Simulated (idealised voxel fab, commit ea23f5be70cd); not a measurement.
This is a process module. Its name is voxel released beams.
The width of the displayed cross-section, cut, is 140 nm; its cells are square, with a size of 5 nm.
Cross-section format: a grid of square cells, given as bands from top to bottom; each band is one or more rows of cells. In this notation a band is specified by the heights of its top and bottom, in that order and in nm, after which its materials appear from left to right, each paired with its width in nm. The word "throughout" attached to a single material means that material fills the band from edge to edge; the word "blank" stands for empty space. It should be noted that heights are counted from 0, beneath which the wafer as supplied is of one material throughout, and that the lowest band possesses no lower boundary but continues downward, as written in "0 and below". Graded width ("30 to 40"): value in top row of band = first number; value in bottom row = second number; row-to-row change constant. The cross-section has no changed cell in any step marked "identical to before". The list in "Entrapped void list" covers empty spaces of 8 cells or more that cannot reach the top through any open way, and it gives each as width x height at distance; the distance is from the left edge, and width, height and distance are in nm. after a step's settings: what the simulator itself notes on the step. If you see "overlay nm" on a step's line and that step has a mask, it's telling you how far right of where it was planned the mask ended up; a negative number means it went left instead.
The process steps that were planned are listed below
1,RECEIVE (material Si)
2,CONFORMAL_DEP (material Al2O3; thk nm 5)
3,DIRECTIONAL_DEP (material SiO2; thk nm 10)
4,MASKED_ETCH (tone open; mask id ANCHOR; width nm 30; etch materials SiO2; depth nm 10; overlay nm 0)
5,CONFORMAL_DEP (material W; thk nm 10)
6,MASKED_ETCH (tone cover; mask id BEAM; width nm 80; etch materials W; depth nm 10; overlay nm 0)
7,STRIP (etch materials SiO2)
as received, after step 1
  0 and below = Si throughout
  Entrapped void list: none
Here's the cross-section of the first of our two wafers at the end of the module - it ran as planned
  25 down to 15 = 25 blank, 15 W, 10 blank, 55 W, 35 blank
  15 down to 5 = 30 blank, 30 W, 80 blank
  5 down to 0 = Al2O3 throughout
  0 and below = Si throughout
  Entrapped void list: none
Cross-sectional image of the second wafer of the two following completion of the module. Starting state and process plan were the same as for the first wafer; one execution error occurred
  25 down to 15 = 25 blank, 80 W, 35 blank
  15 down to 10 = Al2O3 throughout
  10 down to 0 = SiO2 throughout
  0 and below = Si throughout
  Entrapped void list: none
Error vs. plan: steps 2 and 3 run out of order (swapped)
Upon completion, the second wafer contains, in terms of cells, a greater or smaller amount of certain materials than the first wafer: SiO2 +56, W -8
